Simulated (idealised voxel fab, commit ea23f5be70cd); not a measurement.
A process module follows: voxel gate over fins.
Square cell edge 5 nm, section width 175 nm, ID cut.
Square cells in a grid make up a cross-section in this document, and the grid is given as bands, listed from the top down, each one or more rows of cells. Look at the band entry: it leads with the top's height and the bottom's height in nm. Then it lists the materials left to right, with a width in nm for each. The word "full width" on a single material says that material fills the band edge to edge. The word "empty" is empty space. Where do heights start? At 0: under that level the wafer as delivered is made of one material only. And the lowest band has no floor; it just carries on downward, as in "0 nm and below". A width given as "30..40" starts at the first number in the band's top row and ends at the second number in its bottom row, shifting by an equal amount at every step from row to row. "all unchanged" -> step changed no cross-section cell. In "Closed voids list" the enclosed voids are listed, meaning empty spaces of 8 cells or larger without any opening to the top. The form is width x height at distance, distance from the left edge, units nm. after a step's settings: what the simulator itself notes on the step. overlay nm: mask right of planned place by this much (step with mask). Neg. = left.

STEPS PLANNED FOR THE PROCESS
1: RECEIVE [material Si]
2: CONFORMAL_DEP [material SiN] [thk nm 5]
3: DIRECTIONAL_DEP [material aC] [thk nm 15]
4: PATTERN [tone cover] [mask id FINS] [material resist] [width nm 15] [pitch nm 35] [thk nm 35] [overlay nm 0]
5: DIRECTIONAL_ETCH [etch materials aC] [depth nm 15]
6: STRIP [etch materials resist]
7: DIRECTIONAL_ETCH [etch materials SiN] [depth nm 5]
8: DIRECTIONAL_ETCH [etch materials Si] [depth nm 30]
9: STRIP [etch materials aC]
10: FILL_DEP [material SiO2] [thk nm 5]
11: CMP [height nm 5]
12: SELECTIVE_ETCH [etch materials SiO2] [depth nm 20]
13: STRIP [etch materials SiN]
14: CONFORMAL_DEP [material HfO2] [thk nm 5]
15: CONFORMAL_DEP [material TiN] [thk nm 5]
16: FILL_DEP [material W] [thk nm 10]
17: CMP [height nm 15]
18: CONFORMAL_DEP [material SiCN] [thk nm 10]

THE FIRST OF A SET OF TWO WAFERS, RUN TO PLAN

CROSS-SECTION OF THE WAFER AS IT CAME TO US, I.E., ALREADY THROUGH STEP 1
	0 nm and below = Si full width
	Closed voids list: none

TAKE A LOOK AT THE WAFER'S CROSS-SECTION AFTER STEP 2
	5 nm to 0 nm = SiN full width
	Everything below 0 is unchanged.

TAKE A LOOK AT THE WAFER'S CROSS-SECTION AFTER STEP 3
	20 nm to 5 nm = aC full width
	Everything below 5 is unchanged.

TAKE A LOOK AT THE WAFER'S CROSS-SECTION AFTER STEP 4
	55 nm to 20 nm = empty: 60, resist: 15, empty: 20, resist: 15, empty: 65
	Everything below 20 is unchanged.

TAKE A LOOK AT THE WAFER'S CROSS-SECTION AFTER STEP 5
	40 nm to 20 nm = empty: 60, resist: 15, empty: 20, resist: 15, empty: 65
	20 nm to 5 nm = empty: 60, aC: 15, empty: 20, aC: 15, empty: 65
	Everything below 5 is unchanged.

TAKE A LOOK AT THE WAFER'S CROSS-SECTION AFTER STEP 6
	20 nm to 5 nm = empty: 60, aC: 15, empty: 20, aC: 15, empty: 65
	Everything below 5 is unchanged.

TAKE A LOOK AT THE WAFER'S CROSS-SECTION AFTER STEP 7
	20 nm to 5 nm = empty: 60, aC: 15, empty: 20, aC: 15, empty: 65
	5 nm to 0 nm = empty: 60, SiN: 15, empty: 20, SiN: 15, empty: 65
	Everything below 0 is unchanged.

TAKE A LOOK AT THE WAFER'S CROSS-SECTION AFTER STEP 8
	20 nm to 5 nm = empty: 60, aC: 15, empty: 20, aC: 15, empty: 65
	5 nm to 0 nm = empty: 60, SiN: 15, empty: 20, SiN: 15, empty: 65
	0 nm to -30 nm = empty: 60, Si: 15, empty: 20, Si: 15, empty: 65
	Everything below -30 is unchanged.

TAKE A LOOK AT THE WAFER'S CROSS-SECTION AFTER STEP 9
	5 nm to 0 nm = empty: 60, SiN: 15, empty: 20, SiN: 15, empty: 65
	Everything below 0 is unchanged.

TAKE A LOOK AT THE WAFER'S CROSS-SECTION AFTER STEP 10
	10 nm to 5 nm = SiO2 full width
	5 nm to 0 nm = SiO2: 60, SiN: 15, SiO2: 20, SiN: 15, SiO2: 65
	0 nm to -30 nm = SiO2: 60, Si: 15, SiO2: 20, Si: 15, SiO2: 65
	Everything below -30 is unchanged.

TAKE A LOOK AT THE WAFER'S CROSS-SECTION AFTER STEP 11
	5 nm to 0 nm = SiO2: 60, SiN: 15, SiO2: 20, SiN: 15, SiO2: 65
	Everything below 0 is unchanged.

TAKE A LOOK AT THE WAFER'S CROSS-SECTION AFTER STEP 12
	5 nm to 0 nm = empty: 60, SiN: 15, empty: 20, SiN: 15, empty: 65
	0 nm to -15 nm = empty: 60, Si: 15, empty: 20, Si: 15, empty: 65
	Everything below -15 is unchanged.

TAKE A LOOK AT THE WAFER'S CROSS-SECTION AFTER STEP 13
	0 nm to -15 nm = empty: 60, Si: 15, empty: 20, Si: 15, empty: 65
	Everything below -15 is unchanged.

TAKE A LOOK AT THE WAFER'S CROSS-SECTION AFTER STEP 14
	5 nm to 0 nm = empty: 55, HfO2: 25, empty: 10, HfO2: 25, empty: 60
	0 nm to -10 nm = empty: 55, HfO2: 5, Si: 15, HfO2: 5, empty: 10, HfO2: 5, Si: 15, HfO2: 5, empty: 60
	-10 nm to -15 nm = HfO2: 60, Si: 15, HfO2: 20, Si: 15, HfO2: 65
	Everything below -15 is unchanged.

TAKE A LOOK AT THE WAFER'S CROSS-SECTION AFTER STEP 15
	10 nm to 5 nm = empty: 50, TiN: 70, empty: 55
	5 nm to 0 nm = empty: 50, TiN: 5, HfO2: 25, TiN: 10, HfO2: 25, TiN: 5, empty: 55
	0 nm to -5 nm = empty: 50, TiN: 5, HfO2: 5, Si: 15, HfO2: 5, TiN: 10, HfO2: 5, Si: 15, HfO2: 5, TiN: 5, empty: 55
	-5 nm to -10 nm = TiN: 55, HfO2: 5, Si: 15, HfO2: 5, TiN: 10, HfO2: 5, Si: 15, HfO2: 5, TiN: 60
	Everything below -10 is unchanged.

TAKE A LOOK AT THE WAFER'S CROSS-SECTION AFTER STEP 16
	20 nm to 10 nm = W full width
	10 nm to 5 nm = W: 50, TiN: 70, W: 55
	5 nm to 0 nm = W: 50, TiN: 5, HfO2: 25, TiN: 10, HfO2: 25, TiN: 5, W: 55
	0 nm to -5 nm = W: 50, TiN: 5, HfO2: 5, Si: 15, HfO2: 5, TiN: 10, HfO2: 5, Si: 15, HfO2: 5, TiN: 5, W: 55
	Everything below -5 is unchanged.

TAKE A LOOK AT THE WAFER'S CROSS-SECTION AFTER STEP 17
	15 nm to 10 nm = W full width
	Everything below 10 is unchanged.

TAKE A LOOK AT THE WAFER'S CROSS-SECTION AFTER STEP 18
	25 nm to 15 nm = SiCN full width
	Everything below 15 is unchanged.

WAFER TWO OF THE PAIR: SAME ORIGIN, SAME PLAN, ONE ERROR DURING THE RUN; IDENTICAL TO WAFER ONE UP TO AND INCLUDING STEP 3

SECOND WAFER CROSS-SECTION, TAKEN AS OF THE TIME THE PLAN SETS FOR STEP 4 TO BE DONE
	55 nm to 20 nm = empty: 60, resist: 20, empty: 15, resist: 20, empty: 60
	Everything below 20 is unchanged.

SECOND WAFER CROSS-SECTION, TAKEN AS OF THE TIME THE PLAN SETS FOR STEP 5 TO BE DONE
	40 nm to 20 nm = empty: 60, resist: 20, empty: 15, resist: 20, empty: 60
	20 nm to 5 nm = empty: 60, aC: 20, empty: 15, aC: 20, empty: 60
	Everything below 5 is unchanged.

SECOND WAFER CROSS-SECTION, TAKEN AS OF THE TIME THE PLAN SETS FOR STEP 6 TO BE DONE
	20 nm to 5 nm = empty: 60, aC: 20, empty: 15, aC: 20, empty: 60
	Everything below 5 is unchanged.

SECOND WAFER CROSS-SECTION, TAKEN AS OF THE TIME THE PLAN SETS FOR STEP 7 TO BE DONE
	20 nm to 5 nm = empty: 60, aC: 20, empty: 15, aC: 20, empty: 60
	5 nm to 0 nm = empty: 60, SiN: 20, empty: 15, SiN: 20, empty: 60
	Everything below 0 is unchanged.

SECOND WAFER CROSS-SECTION, TAKEN AS OF THE TIME THE PLAN SETS FOR STEP 8 TO BE DONE
	20 nm to 5 nm = empty: 60, aC: 20, empty: 15, aC: 20, empty: 60
	5 nm to 0 nm = empty: 60, SiN: 20, empty: 15, SiN: 20, empty: 60
	0 nm to -30 nm = empty: 60, Si: 20, empty: 15, Si: 20, empty: 60
	Everything below -30 is unchanged.

SECOND WAFER CROSS-SECTION, TAKEN AS OF THE TIME THE PLAN SETS FOR STEP 9 TO BE DONE
	5 nm to 0 nm = empty: 60, SiN: 20, empty: 15, SiN: 20, empty: 60
	Everything below 0 is unchanged.

SECOND WAFER CROSS-SECTION, TAKEN AS OF THE TIME THE PLAN SETS FOR STEP 10 TO BE DONE
	10 nm to 5 nm = SiO2 full width
	5 nm to 0 nm = SiO2: 60, SiN: 20, SiO2: 15, SiN: 20, SiO2: 60
	0 nm to -30 nm = SiO2: 60, Si: 20, SiO2: 15, Si: 20, SiO2: 60
	Everything below -30 is unchanged.

SECOND WAFER CROSS-SECTION, TAKEN AS OF THE TIME THE PLAN SETS FOR STEP 11 TO BE DONE
	5 nm to 0 nm = SiO2: 60, SiN: 20, SiO2: 15, SiN: 20, SiO2: 60
	Everything below 0 is unchanged.

SECOND WAFER CROSS-SECTION, TAKEN AS OF THE TIME THE PLAN SETS FOR STEP 12 TO BE DONE
	5 nm to 0 nm = empty: 60, SiN: 20, empty: 15, SiN: 20, empty: 60
	0 nm to -15 nm = empty: 60, Si: 20, empty: 15, Si: 20, empty: 60
	Everything below -15 is unchanged.

SECOND WAFER CROSS-SECTION, TAKEN AS OF THE TIME THE PLAN SETS FOR STEP 13 TO BE DONE
	0 nm to -15 nm = empty: 60, Si: 20, empty: 15, Si: 20, empty: 60
	Everything below -15 is unchanged.

SECOND WAFER CROSS-SECTION, TAKEN AS OF THE TIME THE PLAN SETS FOR STEP 14 TO BE DONE
	5 nm to 0 nm = empty: 55, HfO2: 30, empty: 5, HfO2: 30, empty: 55
	0 nm to -10 nm = empty: 55, HfO2: 5, Si: 20, HfO2: 5, empty: 5, HfO2: 5, Si: 20, HfO2: 5, empty: 55
	-10 nm to -15 nm = HfO2: 60, Si: 20, HfO2: 15, Si: 20, HfO2: 60
	Everything below -15 is unchanged.

SECOND WAFER CROSS-SECTION, TAKEN AS OF THE TIME THE PLAN SETS FOR STEP 15 TO BE DONE
	10 nm to 5 nm = empty: 50, TiN: 75, empty: 50
	5 nm to 0 nm = empty: 50, TiN: 5, HfO2: 30, TiN: 5, HfO2: 30, TiN: 5, empty: 50
	0 nm to -5 nm = empty: 50, TiN: 5, HfO2: 5, Si: 20, HfO2: 5, TiN: 5, HfO2: 5, Si: 20, HfO2: 5, TiN: 5, empty: 50
	-5 nm to -10 nm = TiN: 55, HfO2: 5, Si: 20, HfO2: 5, TiN: 5, HfO2: 5, Si: 20, HfO2: 5, TiN: 55
	Everything below -10 is unchanged.

SECOND WAFER CROSS-SECTION, TAKEN AS OF THE TIME THE PLAN SETS FOR STEP 16 TO BE DONE
	20 nm to 10 nm = W full width
	10 nm to 5 nm = W: 50, TiN: 75, W: 50
	5 nm to 0 nm = W: 50, TiN: 5, HfO2: 30, TiN: 5, HfO2: 30, TiN: 5, W: 50
	0 nm to -5 nm = W: 50, TiN: 5, HfO2: 5, Si: 20, HfO2: 5, TiN: 5, HfO2: 5, Si: 20, HfO2: 5, TiN: 5, W: 50
	Everything below -5 is unchanged.

SECOND WAFER CROSS-SECTION, TAKEN AS OF THE TIME THE PLAN SETS FOR STEP 17 TO BE DONE
	15 nm to 10 nm = W full width
	Everything below 10 is unchanged.

SECOND WAFER CROSS-SECTION, TAKEN AS OF THE TIME THE PLAN SETS FOR STEP 18 TO BE DONE
	25 nm to 15 nm = SiCN full width
	Everything below 15 is unchanged.
Want to know what went wrong? step 4 ran with different settings than intended, the actual operation and settings being PATTERN [tone cover] [mask id FINS] [material resist] [width nm 20] [pitch nm 35] [thk nm 35] [overlay nm 0]
Wafer comparison, final, in cells, second relative to first, materials more or fewer: Si +12; SiO2 -6; TiN -3; W -3
